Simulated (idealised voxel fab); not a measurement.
The following is a process module called voxel transistor to metal.
Displayed cross-section: cut, width of 215 nm, square cells sized 5 nm.
Reading order for cross-sections: top band down to bottom band. Underlying form: a grid of square cells. Band size: one or more rows of cells.
First you get the band's top height and its bottom height, in nm, and then the materials it's made of, left to right, with each width in nm. If you see a single material with "full width", that one covers the band edge to edge. "blank" is empty space.
All heights in this document are referenced to 0, defined as the level beneath which the wafer, as received, consists entirely of one material. The lowest band is not bounded below; it extends indefinitely downward and is written in the form "0 nm and below".
Think of "30->40" as a width that walks from the first number to the second as you go down the band, top row to bottom row, taking equal-sized steps from row to row.
Where the words "same as before" appear for a step, the cross-section shows no cell changed by that step; every cell remained as before.
Any empty space of 8 cells or more lacking an open way to the top shows up in "Fully closed voids" as width x height at distance, distance from the left edge, in nm.
On a step's line, text after the settings is the simulator commenting on that step.
The optional step-line setting "overlay nm" applies to steps with a mask and quantifies how far to the right of its planned location the mask lay, a negative value indicating leftward placement.

-- Planned step list for the process
- 1: RECEIVE: material Si
- 2: OXIDIZE: depth nm 5
- 3: CONFORMAL_DEP: material SiN, thk nm 15
- 4: MASKED_ETCH: tone cover, mask id ACTIVE, width nm 135, etch materials SiN, depth nm 15, overlay nm 0
- 5: MASKED_ETCH: tone cover, mask id ACTIVE, width nm 135, etch materials SiO2, depth nm 5, overlay nm 0
- 6: MASKED_ETCH: tone cover, mask id ACTIVE, width nm 135, etch materials Si, depth nm 35, overlay nm 0
- 7: OXIDIZE: depth nm 5
- 8: FILL_DEP: material SiO2, thk nm 5
- 9: CMP: height nm 15
- 10: SELECTIVE_ETCH: etch materials SiO2, depth nm 10
- 11: STRIP: etch materials SiN
- 12: SELECTIVE_ETCH: etch materials SiO2, depth nm 5
- 13: OXIDIZE: depth nm 5
- 14: DIRECTIONAL_DEP: material polySi, thk nm 25
- 15: DIRECTIONAL_DEP: material SiCN, thk nm 10
- 16: PATTERN: tone cover, mask id GATE, material resist, width nm 35, thk nm 15, overlay nm 0
- 17: DIRECTIONAL_ETCH: etch materials SiCN, depth nm 20
- 18: DIRECTIONAL_ETCH: etch materials polySi, depth nm 35
- 19: STRIP: etch materials resist
- 20: CONFORMAL_DEP: material SiO2, thk nm 5
- 21: DIRECTIONAL_ETCH: etch materials SiO2, depth nm 5
- 22: CONFORMAL_DEP: material SiN, thk nm 5
- 23: DIRECTIONAL_ETCH: etch materials SiN, depth nm 5
- 24: DIRECTIONAL_ETCH: etch materials SiO2, depth nm 5
- 25: DIRECTIONAL_ETCH: etch materials Si, depth nm 5
- 26: EPI: material pSi, thk nm 5
- 27: FILL_DEP: material SiO2, thk nm 10
- 28: CMP: height nm 20
- 29: STRIP: etch materials polySi
- 30: SELECTIVE_ETCH: etch materials SiO2, depth nm 5
- 31: CONFORMAL_DEP: material HfO2, thk nm 5
- 32: CONFORMAL_DEP: material TiN, thk nm 5
- 33: FILL_DEP: material W, thk nm 5
- 34: CMP: height nm 15
- 35: DIRECTIONAL_DEP: material SiO2, thk nm 15
- 36: MASKED_ETCH: tone open, mask id CONTACT, width nm 20, pitch nm 95, etch materials SiO2, depth nm 40, overlay nm 0
- 37: CONFORMAL_DEP: material TiN, thk nm 5
- 38: FILL_DEP: material Ru, thk nm 10
- 39: CMP: height nm 30
- 40: DIRECTIONAL_DEP: material TiN, thk nm 5
- 41: DIRECTIONAL_DEP: material W, thk nm 20
- 42: PATTERN: tone cover, mask id METAL_1, material resist, width nm 20, pitch nm 95, thk nm 15, overlay nm 0
- 43: DIRECTIONAL_ETCH: etch materials W, depth nm 20
- 44: DIRECTIONAL_ETCH: etch materials TiN, depth nm 5
- 45: STRIP: etch materials resist
- 46: CONFORMAL_DEP: material SiCN, thk nm 5
- 47: FILL_DEP: material lowk, thk nm 5
- 48: CMP: height nm 55
- 49: CONFORMAL_DEP: material SiCN, thk nm 5
- 50: DIRECTIONAL_DEP: material lowk, thk nm 25
- 51: PATTERN: tone open, mask id METAL_2_HOLES, material resist, width nm 15, pitch nm 95, thk nm 20, overlay nm 0
- 52: DIRECTIONAL_ETCH: etch materials lowk, depth nm 25
- 53: STRIP: etch materials resist
- 54: DIRECTIONAL_DEP: material aC, thk nm 10
- 55: PATTERN: tone open, mask id METAL_2, material resist, width nm 20, pitch nm 95, thk nm 25, overlay nm 0
- 56: DIRECTIONAL_ETCH: etch materials aC, depth nm 10
- 57: STRIP: etch materials resist
- 58: DIRECTIONAL_ETCH: etch materials lowk, depth nm 15
- 59: DIRECTIONAL_ETCH: etch materials SiCN, depth nm 5
- 60: STRIP: etch materials aC
- 61: CONFORMAL_DEP: material TiN, thk nm 5
- 62: FILL_DEP: material Ru, thk nm 5
- 63: CMP: height nm 85
- 64: CONFORMAL_DEP: material SiCN, thk nm 5

-- So this is the incoming wafer in cross-section - it's already been through step 1
* 0 nm and below | Si full width
* Fully closed voids: none

-- The following cross-section depicts the wafer upon conclusion of the module. Processing commenced from the starting condition illustrated above and adhered to the plan illustrated above, save for one mistake in execution
* 90 nm to 85 nm | SiCN full width
* 85 nm to 75 nm | lowk 50 nm  TiN 5 nm  Ru 10 nm  TiN 5 nm  lowk 75 nm  TiN 5 nm  Ru 10 nm  TiN 5 nm  lowk 50 nm
* 75 nm to 70 nm | lowk 50 nm  TiN 5 nm  Ru 5 nm  TiN 10 nm  lowk 75 nm  TiN 5 nm  Ru 5 nm  TiN 10 nm  lowk 50 nm
* 70 nm to 60 nm | lowk 50 nm  TiN 5 nm  Ru 5 nm  TiN 5 nm  lowk 80 nm  TiN 5 nm  Ru 5 nm  TiN 5 nm  lowk 55 nm
* 60 nm to 55 nm | SiCN 50 nm  TiN 15 nm  SiCN 80 nm  TiN 15 nm  SiCN 55 nm
* 55 nm to 35 nm | lowk 45 nm  SiCN 5 nm  W 20 nm  SiCN 5 nm  lowk 65 nm  SiCN 5 nm  W 20 nm  SiCN 5 nm  lowk 45 nm
* 35 nm to 30 nm | SiCN 50 nm  TiN 20 nm  SiCN 75 nm  TiN 20 nm  SiCN 50 nm
* 30 nm to 15 nm | SiO2 50 nm  TiN 5 nm  Ru 10 nm  TiN 5 nm  SiO2 75 nm  TiN 5 nm  Ru 10 nm  TiN 5 nm  SiO2 50 nm
* 15 nm to 0 nm | SiO2 50 nm  TiN 5 nm  Ru 10 nm  TiN 5 nm  SiO2 10 nm  SiN 5 nm  HfO2 5 nm  TiN 5 nm  W 25 nm  TiN 5 nm  HfO2 5 nm  SiN 5 nm  SiO2 10 nm  TiN 5 nm  Ru 10 nm  TiN 5 nm  SiO2 50 nm
* 0 nm to -5 nm | SiO2 40 nm  SiN 5 nm  SiO2 5 nm  TiN 5 nm  Ru 10 nm  TiN 5 nm  SiO2 10 nm  SiN 5 nm  HfO2 5 nm  TiN 35 nm  HfO2 5 nm  SiN 5 nm  SiO2 10 nm  TiN 5 nm  Ru 10 nm  TiN 5 nm  SiO2 5 nm  SiN 5 nm  SiO2 40 nm
* -5 nm to -10 nm | SiO2 50 nm  TiN 20 nm  SiO2 5 nm  pSi 5 nm  SiO2 5 nm  HfO2 45 nm  SiO2 5 nm  pSi 5 nm  SiO2 5 nm  TiN 20 nm  SiO2 50 nm
* -10 nm to -15 nm | SiO2 45 nm  pSi 35 nm  Si 55 nm  pSi 35 nm  SiO2 45 nm
* -15 nm to -80 nm | SiO2 45 nm  Si 125 nm  SiO2 45 nm
* -80 nm and below | Si full width
* Fully closed voids: none
Against the plan, the run slipped here: step 6 in the plan was executed twice
